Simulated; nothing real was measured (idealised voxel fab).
voxel self aligned vias: a process module
Shown is cross-section cut, with a width of 250 nm and square cells of size 5 nm.
Square cells in a grid make up a cross-section in this document, and the grid is given as bands, listed from the top down, each one or more rows of cells. Top, bottom (nm), then materials left to right with widths (nm); lone material tagged "edge to edge" fills the whole band edge to edge; "blank" = empty space. We count height from 0. Below that, the starting wafer is all one material. The lowest band never ends at the bottom but goes on down; see "top 0, no bottom" for how that is written. Read "30..40" as a graded width: first number on top, second number at the bottom, same change between each pair of neighbouring rows. "stayed the same" -> step changed no cross-section cell. Closed-off voids of 8+ cells (no open route to the top) go in "Enclosed internal voids", written width x height at distance from the left edge, in nm. The remark found on a step's line after its settings is issued by the simulator itself and pertains to that step. When a step includes a mask, the "overlay nm" setting on its line states how far to the right of its planned place that mask lay, and negative values state how far to the left.

## Steps in the process plan
1) op RECEIVE | material Si
2) op CONFORMAL_DEP | material SiO2 | thk nm 15
3) op CONFORMAL_DEP | material SiCN | thk nm 5
4) op DIRECTIONAL_DEP | material lowk | thk nm 25
5) op MASKED_ETCH | tone open | mask id LINES | width nm 25 | pitch nm 60 | etch materials lowk | depth nm 25 | overlay nm 0
6) op CONFORMAL_DEP | material TiN | thk nm 5
7) op FILL_DEP | material W | thk nm 5
8) op CMP | height nm 45
9) op SELECTIVE_ETCH | etch materials W Ru TiN | depth nm 10
10) op FILL_DEP | material SiN | thk nm 5
11) op CMP | height nm 45
12) op DIRECTIONAL_DEP | material lowk | thk nm 20
13) op DIRECTIONAL_DEP | material aC | thk nm 10
14) op PATTERN | tone open | mask id VIAS | material resist | width nm 45 | pitch nm 60 | thk nm 30 | overlay nm 0
15) op DIRECTIONAL_ETCH | etch materials aC | depth nm 10
16) op STRIP | etch materials resist
17) op DIRECTIONAL_ETCH | etch materials lowk | depth nm 20
18) op DIRECTIONAL_ETCH | etch materials SiN | depth nm 10
19) op STRIP | etch materials aC
20) op CONFORMAL_DEP | material TiN | thk nm 5
21) op FILL_DEP | material Cu | thk nm 10
22) op CMP | height nm 65
23) op CONFORMAL_DEP | material SiCN | thk nm 5

## Cross-section: wafer on arrival = after step 1
    top 0, no bottom | Si edge to edge
    Enclosed internal voids: none

## a wafer at the end: this start, this plan, one mistake
    top 70, bottom 65 | SiCN edge to edge
    top 65, bottom 50 | 75 of lowk | 5 of TiN | 30 of Cu | 5 of TiN | 20 of lowk | 5 of TiN | 30 of Cu | 5 of TiN | 75 of lowk
    top 50, bottom 40 | 75..80 of lowk | 10..5 of TiN | 15 of Cu | 15..5 of TiN | 20..35 of lowk | 10..5 of TiN | 15 of Cu | 15..5 of TiN | 75..85 of lowk
    top 40, bottom 35 | 80 of lowk | 25 of TiN | 35 of lowk | 25 of TiN | 85 of lowk
    top 35, bottom 25 | 80 of lowk | 5 of TiN | 15 of W | 5 of TiN | 35 of lowk | 5 of TiN | 15 of W | 5 of TiN | 85 of lowk
    top 25, bottom 20 | 80 of lowk | 25 of TiN | 35 of lowk | 25 of TiN | 85 of lowk
    top 20, bottom 15 | SiCN edge to edge
    top 15, bottom 0 | SiO2 edge to edge
    top 0, no bottom | Si edge to edge
    Enclosed internal voids: none
The plan and the run diverged here: step 14 ran with different settings than intended, the actual operation and settings being op PATTERN | tone open | mask id VIAS | material resist | width nm 40 | pitch nm 60 | thk nm 30 | overlay nm 0
